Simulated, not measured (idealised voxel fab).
The following process module bears the name voxel transistor to metal.
cross-section cut | 185 nm wide | cells 5 nm
Cross-sections here: square-cell grids, written as top-down lists of bands, a band being one or more rows of cells. Band: top height; bottom height; in nm. Then, left to right: material with width in nm, for each material. "edge to edge": a single material spanning edge to edge. "empty": empty space. Note: height 0 marks the level under which the wafer is uniformly one material as received. Lowest band unbounded below, written "0 nm and below". Quick explanation for "30->40": the width changes in equal steps down the rows of cells, from the first number in the band's top row to the second number in its bottom row. Where the words "no change occurred" appear for a step, the cross-section shows no cell changed by that step; every cell remained as before. "closed voids": empty spaces of 8 cells or more with no open way to the top, each given as width x height at distance, distance from the left edge, all in nm. Whatever follows a step's settings on its line is a remark the simulator itself makes about that step. overlay nm: mask right of planned place by this much (step with mask). Neg. = left.

List of planned process steps
1. RECEIVE | material Si
2. OXIDIZE | depth nm 5
3. CONFORMAL_DEP | material SiN | thk nm 10
4. MASKED_ETCH | tone cover | mask id ACTIVE | width nm 105 | etch materials SiN | depth nm 10 | overlay nm 0
5. MASKED_ETCH | tone cover | mask id ACTIVE | width nm 105 | etch materials SiO2 | depth nm 5 | overlay nm 0
6. MASKED_ETCH | tone cover | mask id ACTIVE | width nm 105 | etch materials Si | depth nm 35 | overlay nm 0
7. FILL_DEP | material SiO2 | thk nm 10
8. CMP | height nm 10
9. SELECTIVE_ETCH | etch materials SiO2 | depth nm 10
10. STRIP | etch materials SiN
11. SELECTIVE_ETCH | etch materials SiO2 | depth nm 5
12. OXIDIZE | depth nm 5
13. DIRECTIONAL_DEP | material polySi | thk nm 25
14. DIRECTIONAL_DEP | material SiCN | thk nm 10
15. MASKED_ETCH | tone cover | mask id GATE | width nm 15 | etch materials SiCN | depth nm 20 | overlay nm 0
16. MASKED_ETCH | tone cover | mask id GATE | width nm 15 | etch materials polySi | depth nm 35 | overlay nm 0
17. CONFORMAL_DEP | material SiO2 | thk nm 5
18. DIRECTIONAL_ETCH | etch materials SiO2 | depth nm 5
19. CONFORMAL_DEP | material SiN | thk nm 10
20. DIRECTIONAL_ETCH | etch materials SiN | depth nm 10
21. DIRECTIONAL_ETCH | etch materials SiO2 | depth nm 5
22. EPI | material SiGe | thk nm 5
23. FILL_DEP | material SiO2 | thk nm 10
24. CMP | height nm 30
25. DIRECTIONAL_DEP | material SiO2 | thk nm 10
26. DIRECTIONAL_DEP | material aC | thk nm 10
27. PATTERN | tone open | mask id CONTACT | material resist | width nm 35 | pitch nm 60 | thk nm 25 | overlay nm 0
28. DIRECTIONAL_ETCH | etch materials aC | depth nm 10
29. STRIP | etch materials resist
30. DIRECTIONAL_ETCH | etch materials SiO2 | depth nm 45
31. STRIP | etch materials aC
32. CONFORMAL_DEP | material TiN | thk nm 5
33. FILL_DEP | material Ru | thk nm 10
34. CMP | height nm 40
35. CONFORMAL_DEP | material SiN | thk nm 5
36. DIRECTIONAL_DEP | material SiO2 | thk nm 15
37. MASKED_ETCH | tone open | mask id METAL_1 | width nm 20 | pitch nm 75 | etch materials SiO2 | depth nm 15 | overlay nm 0
38. MASKED_ETCH | tone open | mask id METAL_1 | width nm 20 | pitch nm 75 | etch materials SiN | depth nm 5 | overlay nm 0
39. CONFORMAL_DEP | material TiN | thk nm 5
40. FILL_DEP | material Ru | thk nm 10
41. CMP | height nm 60
42. CONFORMAL_DEP | material SiCN | thk nm 5
43. DIRECTIONAL_DEP | material SiO2 | thk nm 30
44. MASKED_ETCH | tone open | mask id METAL_2 | width nm 20 | pitch nm 75 | etch materials SiO2 | depth nm 15 | overlay nm 0
45. PATTERN | tone open | mask id METAL_2_HOLES | material resist | width nm 15 | pitch nm 75 | thk nm 20 | overlay nm 0
46. DIRECTIONAL_ETCH | etch materials SiO2 | depth nm 15
47. DIRECTIONAL_ETCH | etch materials SiCN | depth nm 5
48. STRIP | etch materials resist
49. CONFORMAL_DEP | material TiN | thk nm 5
50. FILL_DEP | material Ru | thk nm 5
51. CMP | height nm 95
52. CONFORMAL_DEP | material SiN | thk nm 5
Wafers differ in width nm at step 16; plan lists the first wafer's value; identical starting state.

The first of several wafers in cross-section, exactly as it reached us after step 1
  0 nm and below = Si edge to edge
  closed voids: none

Here's the first of several wafers in cross-section, end of the module, after the last step, step 52
  100 nm to 95 nm = SiN edge to edge
  95 nm to 85 nm = 45 of SiO2; 5 of TiN; 10 of Ru; 5 of TiN; 55 of SiO2; 5 of TiN; 10 of Ru; 5 of TiN; 45 of SiO2
  85 nm to 80 nm = 45 of SiO2; 5 of TiN; 5 of Ru; 10 of TiN; 55 of SiO2; 5 of TiN; 5 of Ru; 10 of TiN; 45 of SiO2
  80 nm to 65 nm = 45 of SiO2; 5 of TiN; 5 of Ru; 5 of TiN; 60 of SiO2; 5 of TiN; 5 of Ru; 5 of TiN; 50 of SiO2
  65 nm to 60 nm = 45 of SiCN; 15 of TiN; 60 of SiCN; 15 of TiN; 50 of SiCN
  60 nm to 45 nm = 45 of SiO2; 5 of TiN; 10 of Ru; 5 of TiN; 55 of SiO2; 5 of TiN; 10 of Ru; 5 of TiN; 45 of SiO2
  45 nm to 40 nm = 45 of SiN; 20 of TiN; 55 of SiN; 20 of TiN; 45 of SiN
  40 nm to 30 nm = 45 of SiO2; 5 of TiN; 25->15 of Ru; 5->15 of TiN; 25 of SiO2; 5->15 of TiN; 25->15 of Ru; 5 of TiN; 45 of SiO2
  30 nm to 20 nm = 45 of SiO2; 5 of TiN; 15 of Ru; 5 of TiN; 10 of SiN; 5 of SiO2; 15 of SiCN; 5 of SiO2; 10 of SiN; 5 of TiN; 15 of Ru; 5 of TiN; 45 of SiO2
  20 nm to 0 nm = 45 of SiO2; 5 of TiN; 15 of Ru; 5 of TiN; 10 of SiN; 5 of SiO2; 15 of polySi; 5 of SiO2; 10 of SiN; 5 of TiN; 15 of Ru; 5 of TiN; 45 of SiO2
  0 nm to -5 nm = 45 of SiO2; 25 of TiN; 10 of SiN; 5 of SiO2; 15 of polySi; 5 of SiO2; 10 of SiN; 25 of TiN; 45 of SiO2
  -5 nm to -10 nm = 35 of SiO2; 35 of SiGe; 45 of SiO2; 35 of SiGe; 35 of SiO2
  -10 nm to -40 nm = 40 of SiO2; 105 of Si; 40 of SiO2
  -40 nm and below = Si edge to edge
  closed voids: none

Of the several wafers, the last: cross-section at the end of the module
  100 nm to 95 nm = SiN edge to edge
  95 nm to 85 nm = 45 of SiO2; 5 of TiN; 10 of Ru; 5 of TiN; 55 of SiO2; 5 of TiN; 10 of Ru; 5 of TiN; 45 of SiO2
  85 nm to 80 nm = 45 of SiO2; 5 of TiN; 5 of Ru; 10 of TiN; 55 of SiO2; 5 of TiN; 5 of Ru; 10 of TiN; 45 of SiO2
  80 nm to 65 nm = 45 of SiO2; 5 of TiN; 5 of Ru; 5 of TiN; 60 of SiO2; 5 of TiN; 5 of Ru; 5 of TiN; 50 of SiO2
  65 nm to 60 nm = 45 of SiCN; 15 of TiN; 60 of SiCN; 15 of TiN; 50 of SiCN
  60 nm to 45 nm = 45 of SiO2; 5 of TiN; 10 of Ru; 5 of TiN; 55 of SiO2; 5 of TiN; 10 of Ru; 5 of TiN; 45 of SiO2
  45 nm to 40 nm = 45 of SiN; 20 of TiN; 55 of SiN; 20 of TiN; 45 of SiN
  40 nm to 30 nm = 45 of SiO2; 5 of TiN; 25->15 of Ru; 5->15 of TiN; 25 of SiO2; 5->15 of TiN; 25->15 of Ru; 5 of TiN; 45 of SiO2
  30 nm to 20 nm = 45 of SiO2; 5 of TiN; 15->10 of Ru; 5->10 of TiN; 10 of SiN; 5 of SiO2; 15 of SiCN; 5 of SiO2; 10 of SiN; 5->15 of TiN; 15->5 of Ru; 5 of TiN; 45 of SiO2
  20 nm to 0 nm = 45 of SiO2; 5 of TiN; 10 of Ru; 5 of TiN; 10 of SiN; 5 of SiO2; 30 of polySi; 5 of SiO2; 10 of SiN; 5 of TiN; 5 of Ru; 5 of TiN; 45 of SiO2
  0 nm to -5 nm = 45 of SiO2; 20 of TiN; 10 of SiN; 5 of SiO2; 30 of polySi; 5 of SiO2; 10 of SiN; 15 of TiN; 45 of SiO2
  -5 nm to -10 nm = 35 of SiO2; 30 of SiGe; 60 of SiO2; 25 of SiGe; 35 of SiO2
  -10 nm to -40 nm = 40 of SiO2; 105 of Si; 40 of SiO2
  -40 nm and below = Si edge to edge
  closed voids: none

Per-wafer rows below. For each material: cells gained (+) or lost (-) since the wafer was received, as of end of module. Then: closed voids
width nm 15; +80 Ru; -170 Si; +37 SiCN; +14 SiGe; +94 SiN; +572 SiO2; +98 TiN; +15 polySi; closed voids: none
width nm 20; +75 Ru; -170 Si; +37 SiCN; +13 SiGe; +94 SiN; +573 SiO2; +98 TiN; +20 polySi; closed voids: none
width nm 25; +70 Ru; -170 Si; +37 SiCN; +12 SiGe; +94 SiN; +574 SiO2; +98 TiN; +25 polySi; closed voids: none
width nm 30; +65 Ru; -170 Si; +37 SiCN; +11 SiGe; +94 SiN; +575 SiO2; +98 TiN; +30 polySi; closed voids: none
